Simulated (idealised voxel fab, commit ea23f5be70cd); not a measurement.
The name of this process module is voxel air gaps.
Square cell edge 5 nm, section width 280 nm, ID cut.
Cross-section format: a grid of square cells, given as bands from top to bottom; each band is one or more rows of cells. First you get the band's top height and its bottom height, in nm, and then the materials it's made of, left to right, with each width in nm. If you see a single material with "full width", that one covers the band edge to edge. "air" is empty space. Heights are reckoned from 0. Under this level, the received wafer is all of one material. The bottommost band is open-ended downward, for example "z 0 and below". Note: "30..40" means the width goes from the first number (top row of the band) to the second number (bottom row) in equal steps per row of cells. "everything unchanged" after a step means that no cell of the cross-section changed. Basically, "Enclosed cavities" tells you about the enclosed voids: empty spaces with no open way to the top, 8 cells or bigger, each written width x height at distance, where distance is from the left edge, all in nm. The remark found on a step's line after its settings is issued by the simulator itself and pertains to that step. Steps that use a mask can have "overlay nm" on their line. It says how far the mask sat to the right of where it was meant to be. Negative means to the left.
[Intended process steps]
| 1 | op RECEIVE | material Si |
| 2 | op CONFORMAL_DEP | material SiO2 | thk nm 15 |
| 3 | op CONFORMAL_DEP | material SiCN | thk nm 5 |
| 4 | op DIRECTIONAL_DEP | material lowk | thk nm 30 |
| 5 | op DIRECTIONAL_DEP | material aC | thk nm 15 |
| 6 | op PATTERN | tone open | mask id LINES | material resist | width nm 20 | pitch nm 50 | thk nm 30 | overlay nm 0 |
| 7 | op DIRECTIONAL_ETCH | etch materials aC | depth nm 15 |
| 8 | op STRIP | etch materials resist |
| 9 | op DIRECTIONAL_ETCH | etch materials lowk | depth nm 30 |
| 10 | op STRIP | etch materials aC |
| 11 | op CONFORMAL_DEP | material TiN | thk nm 5 |
| 12 | op FILL_DEP | material Cu | thk nm 5 |
| 13 | op CMP | height nm 50 |
| 14 | op EPI | material Ru | thk nm 10 |
| 15 | op SELECTIVE_ETCH | etch materials lowk | depth nm 40 |
| 16 | op CONFORMAL_DEP | material SiCN | thk nm 5 |
[Cross-sectional view of the wafer in its as-received condition, corresponding to the state after step 1]
z 0 and below: Si full width
Enclosed cavities: none
[Cross-section, end of module. Start: as above. Plan: as above. Execution: one mistake]
z 75 to 70: air=30 / SiCN=220 / air=30
z 70 to 50: air=30 / SiCN=5 / Ru=210 / SiCN=5 / air=30
z 50 to 45: air=30 / SiCN=25 / TiN=5 / Cu=10 / TiN=5 / lowk=30 / TiN=5 / Cu=10 / TiN=5 / lowk=30 / TiN=5 / Cu=10 / TiN=5 / lowk=30 / TiN=5 / Cu=10 / TiN=5 / SiCN=25 / air=30
z 45 to 25: air=50 / SiCN=5 / TiN=5 / Cu=10 / TiN=5 / lowk=30 / TiN=5 / Cu=10 / TiN=5 / lowk=30 / TiN=5 / Cu=10 / TiN=5 / lowk=30 / TiN=5 / Cu=10 / TiN=5 / SiCN=5 / air=50
z 25 to 20: SiCN=55 / TiN=20 / lowk=30 / TiN=20 / lowk=30 / TiN=20 / lowk=30 / TiN=20 / SiCN=55
z 20 to 15: SiCN full width
z 15 to 0: SiO2 full width
z 0 and below: Si full width
Enclosed cavities: none
Heads up, the wafer didn't run the way we planned it: step 14 from the plan got run twice
